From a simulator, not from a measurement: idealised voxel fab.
This is a process module. Its name is voxel ribs on slabs.
Cross-section cut: width 285 nm, square cells of 5 nm.
In what follows, cross-sections appear as grids of square cells, described through bands that run from the top down, where every band is one or more rows of cells.
In this notation a band is specified by the heights of its top and bottom, in that order and in nm, after which its materials appear from left to right, each paired with its width in nm. The word "edge to edge" attached to a single material means that material fills the band from edge to edge; the word "empty" stands for empty space.
Beneath 0, the wafer as received is one material, and that level is where height counting begins. The lowest band goes on downward without a bottom; it is written like "0 -> down".
The width entry "30 to 40" should be interpreted row by row: the top row of cells in the band takes the first number, the bottom row takes the second number, and the change between adjacent rows is uniform throughout.
Basically "nothing changed" means that step didn't change any cell in the cross-section.
Any empty space of 8 cells or more lacking an open way to the top shows up in "Closed void inventory" as width x height at distance, distance from the left edge, in nm.
after a step's settings: what the simulator itself notes on the step
Regarding "overlay nm": on a step with a mask, it is the distance the mask lay to the right of its planned place; a negative value places it to the left.
[List of planned process steps]
1: op RECEIVE | material Si
2: op DIRECTIONAL_DEP | material SiO2 | thk nm 20
3: op DIRECTIONAL_DEP | material polySi | thk nm 25
4: op PATTERN | tone cover | mask id RIB | material resist | width nm 30 | thk nm 20 | overlay nm 0
5: op DIRECTIONAL_ETCH | etch materials polySi | depth nm 5
6: op STRIP | etch materials resist
7: op PATTERN | tone cover | mask id SLAB | material resist | width nm 60 | thk nm 15 | overlay nm 0
8: op DIRECTIONAL_ETCH | etch materials polySi | depth nm 20
9: op STRIP | etch materials resist
10: op FILL_DEP | material SiO2 | thk nm 30
11: op CMP | height nm 65
12: op DIRECTIONAL_DEP | material W | thk nm 10
13: op PATTERN | tone cover | mask id HEATER | material resist | width nm 40 | thk nm 15 | overlay nm 0
14: op DIRECTIONAL_ETCH | etch materials W | depth nm 10
15: op STRIP | etch materials resist
16: op CONFORMAL_DEP | material SiN | thk nm 5
[Wafer at receipt (post step 1), cross-section]
    0 -> down = Si edge to edge
    Closed void inventory: none
[Run as planned - first of the two wafers cross-sectioned at the end of the module]
    80 -> 75 = 115 empty, then 50 SiN, then 120 empty
    75 -> 70 = 115 empty, then 5 SiN, then 40 W, then 5 SiN, then 120 empty
    70 -> 65 = 120 SiN, then 40 W, then 125 SiN
    65 -> 45 = SiO2 edge to edge
    45 -> 40 = 125 SiO2, then 30 polySi, then 130 SiO2
    40 -> 20 = 110 SiO2, then 60 polySi, then 115 SiO2
    20 -> 0 = SiO2 edge to edge
    0 -> down = Si edge to edge
    Closed void inventory: none
[End-of-module cross-section of the second wafer: identical starting point and process plan to the first, with one processing mistake]
    80 -> 75 = 115 empty, then 50 SiN, then 120 empty
    75 -> 70 = 115 empty, then 5 SiN, then 40 W, then 5 SiN, then 120 empty
    70 -> 65 = 120 SiN, then 40 W, then 125 SiN
    65 -> 45 = 110 SiO2, then 60 polySi, then 115 SiO2
    45 -> 20 = polySi edge to edge
    20 -> 0 = SiO2 edge to edge
    0 -> down = Si edge to edge
    Closed void inventory: none
Deviation noted in wafer processing: in the plan, step 3 was performed twice
In the final state, the cell counts of the second wafer exceed or fall short of those of the first for the following materials: 279 fewer of SiO2; 279 more of polySi
